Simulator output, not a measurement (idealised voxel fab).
Presented below is a process module, voxel ribs on slabs.
For reference, the cross-section in this document is cut, with width 290 nm and square cells of 5 nm.
Square cells in a grid make up a cross-section in this document, and the grid is given as bands, listed from the top down, each one or more rows of cells. Basically the band line says how high the top is and how high the bottom is, in nm, and then what's in it from left to right, every material with its width in nm. Empty space shows up as "empty", and if a single material carries "throughout" it runs the full band edge to edge. Beneath 0, the wafer as received is one material, and that level is where height counting begins. The lowest band goes on downward without a bottom; it is written like "0 -> down". With a width like "30..40", each row of cells in the band differs from the next by the same amount, the top row carrying the first number and the bottom row the second. When a step is marked "everything unchanged", none of the cells in the cross-section changed during that step. "Encapsulated voids": sealed empty spaces, 8 cells or more, no open way to top, listed width x height at distance, with distance from the left edge and width, height and distance in nm. On a step's line, text after the settings is the simulator commenting on that step. The setting "overlay nm" may be written on the line of a step. When the step uses a mask, the value reports how far to the right of the planned place the mask lay, and a negative value reports that it lay to the left.
## Set out below are the planned steps of the process
step 1: op RECEIVE | material Si
step 2: op DIRECTIONAL_DEP | material SiO2 | thk nm 30
step 3: op DIRECTIONAL_DEP | material SiN | thk nm 15
step 4: op DIRECTIONAL_DEP | material aC | thk nm 15
step 5: op PATTERN | tone cover | mask id RIB | material resist | width nm 15 | thk nm 35 | overlay nm 0
step 6: op DIRECTIONAL_ETCH | etch materials aC | depth nm 15
step 7: op STRIP | etch materials resist
step 8: op DIRECTIONAL_ETCH | etch materials SiN | depth nm 10
step 9: op STRIP | etch materials aC
step 10: op DIRECTIONAL_DEP | material aC | thk nm 10
step 11: op PATTERN | tone cover | mask id SLAB | material resist | width nm 65 | thk nm 30 | overlay nm 0
step 12: op DIRECTIONAL_ETCH | etch materials aC | depth nm 10
step 13: op STRIP | etch materials resist
step 14: op DIRECTIONAL_ETCH | etch materials SiN | depth nm 5
step 15: op STRIP | etch materials aC
step 16: op FILL_DEP | material SiO2 | thk nm 25
step 17: op CMP | height nm 65
step 18: op DIRECTIONAL_DEP | material TiN | thk nm 10
step 19: op MASKED_ETCH | tone cover | mask id HEATER | width nm 25 | etch materials TiN | depth nm 10 | overlay nm 0
step 20: op CONFORMAL_DEP | material SiO2 | thk nm 5
## What follows covers the first of two wafers; it ran as planned
## Cross-section of the incoming wafer, state after step 1
* 0 -> down  Si throughout
* Encapsulated voids: none
## The wafer in cross-section once step 2 is complete
* 30 -> 0  SiO2 throughout
* Below a height of 0, the structure has not been altered.
## The wafer in cross-section once step 3 is complete
* 45 -> 30  SiN throughout
* Below a height of 30, the structure has not been altered.
## The wafer in cross-section once step 4 is complete
* 60 -> 45  aC throughout
* Below a height of 45, the structure has not been altered.
## The wafer in cross-section once step 5 is complete
* 95 -> 60  empty 135, resist 15, empty 140
* Below a height of 60, the structure has not been altered.
## The wafer in cross-section once step 6 is complete
* 80 -> 60  empty 135, resist 15, empty 140
* 60 -> 45  empty 135, aC 15, empty 140
* Below a height of 45, the structure has not been altered.
## The wafer in cross-section once step 7 is complete
* 60 -> 45  empty 135, aC 15, empty 140
* Below a height of 45, the structure has not been altered.
## The wafer in cross-section once step 8 is complete
* 60 -> 45  empty 135, aC 15, empty 140
* 45 -> 35  empty 135, SiN 15, empty 140
* Below a height of 35, the structure has not been altered.
## The wafer in cross-section once step 9 is complete
* 45 -> 35  empty 135, SiN 15, empty 140
* Below a height of 35, the structure has not been altered.
## The wafer in cross-section once step 10 is complete
* 55 -> 45  empty 135, aC 15, empty 140
* 45 -> 35  aC 135, SiN 15, aC 140
* Below a height of 35, the structure has not been altered.
## The wafer in cross-section once step 11 is complete
* 85 -> 55  empty 110, resist 65, empty 115
* 55 -> 45  empty 110, resist 25, aC 15, resist 25, empty 115
* Below a height of 45, the structure has not been altered.
## The wafer in cross-section once step 12 is complete
* 75 -> 55  empty 110, resist 65, empty 115
* 55 -> 45  empty 110, resist 25, aC 15, resist 25, empty 115
* 45 -> 35  empty 110, aC 25, SiN 15, aC 25, empty 115
* Below a height of 35, the structure has not been altered.
## The wafer in cross-section once step 13 is complete
* 55 -> 45  empty 135, aC 15, empty 140
* Below a height of 45, the structure has not been altered.
## The wafer in cross-section once step 14 is complete
* 55 -> 45  empty 135, aC 15, empty 140
* 45 -> 35  empty 110, aC 25, SiN 15, aC 25, empty 115
* 35 -> 30  empty 110, SiN 65, empty 115
* Below a height of 30, the structure has not been altered.
## The wafer in cross-section once step 15 is complete
* 45 -> 35  empty 135, SiN 15, empty 140
* Below a height of 35, the structure has not been altered.
## The wafer in cross-section once step 16 is complete
* 70 -> 45  SiO2 throughout
* 45 -> 35  SiO2 135, SiN 15, SiO2 140
* 35 -> 30  SiO2 110, SiN 65, SiO2 115
* Below a height of 30, the structure has not been altered.
## The wafer in cross-section once step 17 is complete
* 65 -> 45  SiO2 throughout
* Below a height of 45, the structure has not been altered.
## The wafer in cross-section once step 18 is complete
* 75 -> 65  TiN throughout
* Below a height of 65, the structure has not been altered.
## The wafer in cross-section once step 19 is complete
* 75 -> 65  empty 130, TiN 25, empty 135
* Below a height of 65, the structure has not been altered.
## The wafer in cross-section once step 20 is complete
* 80 -> 75  empty 125, SiO2 35, empty 130
* 75 -> 70  empty 125, SiO2 5, TiN 25, SiO2 5, empty 130
* 70 -> 65  SiO2 130, TiN 25, SiO2 135
* Below a height of 65, the structure has not been altered.
## Wafer two. Identical start, identical plan. One mistake in execution. Identical history through step 19
Cross-section of the second wafer corresponding to the planned conclusion of step 20: everything unchanged
Want to know what went wrong? execution of step 20 of the plan did not take place, the step having been omitted
Once processing is complete, comparing cell counts shows that the second wafer has more or fewer of certain materials than the first: SiO2: 62 fewer
